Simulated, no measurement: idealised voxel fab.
This section sets out a process module, namely voxel fin reveal.
230 nm wide, 5 nm square cells: that's cross-section cut.
A cross-section in this document is a grid of square cells, and it is written down as bands, the top band listed before the ones below it; a band is made up of one or more rows of cells.
First you get the band's top height and its bottom height, in nm, and then the materials it's made of, left to right, with each width in nm. If you see a single material with "all across", that one covers the band edge to edge. "blank" is empty space.
All heights in this document are referenced to 0, defined as the level beneath which the wafer, as received, consists entirely of one material. The lowest band is not bounded below; it extends indefinitely downward and is written in the form "from 0 down".
Think of "30..40" as a width that walks from the first number to the second as you go down the band, top row to bottom row, taking equal-sized steps from row to row.
What does "identical to before" mean for a step? It means no cell of the cross-section changed in that step.
"Enclosed empty spaces" means: voids of 8 cells or more that are shut off from the top with no open way through. Written width x height at distance, distance from the left edge, in nm.
The remark found on a step's line after its settings is issued by the simulator itself and pertains to that step.
The "overlay nm" setting may appear on a step's line; for a step that uses a mask, it gives how far to the right of its planned position the mask lay, and a negative value indicates the left.
List of planned process steps:
- 1: op RECEIVE | material Si
- 2: op CONFORMAL_DEP | material SiN | thk nm 5
- 3: op DIRECTIONAL_DEP | material aC | thk nm 10
- 4: op PATTERN | tone cover | mask id FINS | material resist | width nm 15 | pitch nm 40 | thk nm 25 | overlay nm 0
- 5: op DIRECTIONAL_ETCH | etch materials aC | depth nm 10
- 6: op STRIP | etch materials resist
- 7: op DIRECTIONAL_ETCH | etch materials SiN | depth nm 5
- 8: op DIRECTIONAL_ETCH | etch materials Si | depth nm 30
- 9: op STRIP | etch materials aC
- 10: op OXIDIZE | depth nm 5
- 11: op FILL_DEP | material SiO2 | thk nm 10
- 12: op CMP | height nm 5
- 13: op SELECTIVE_ETCH | etch materials SiO2 | depth nm 15
- 14: op STRIP | etch materials SiN
- 15: op CONFORMAL_DEP | material HfO2 | thk nm 5
As-received wafer cross-section (after step 1):
  from 0 down | Si all across
  Enclosed empty spaces: none
The plan above was carried out on the starting structure above with one mistake, and this cross-section shows the wafer at the end of the module:
  from 5 to 0 | blank: 85, then HfO2: 15, then blank: 25, then HfO2: 15, then blank: 90
  from 0 to -5 | blank: 85, then HfO2: 5, then Si: 5, then HfO2: 5, then blank: 25, then HfO2: 5, then Si: 5, then HfO2: 5, then blank: 90
  from -5 to -10 | HfO2: 90, then Si: 5, then HfO2: 35, then Si: 5, then HfO2: 95
  from -10 to -25 | SiO2: 90, then Si: 5, then SiO2: 35, then Si: 5, then SiO2: 95
  from -25 down | Si all across
  Enclosed empty spaces: none
The plan and the run diverged here: step 8 was processed under conditions differing from the plan, specifically as op DIRECTIONAL_ETCH | etch materials Si | depth nm 20
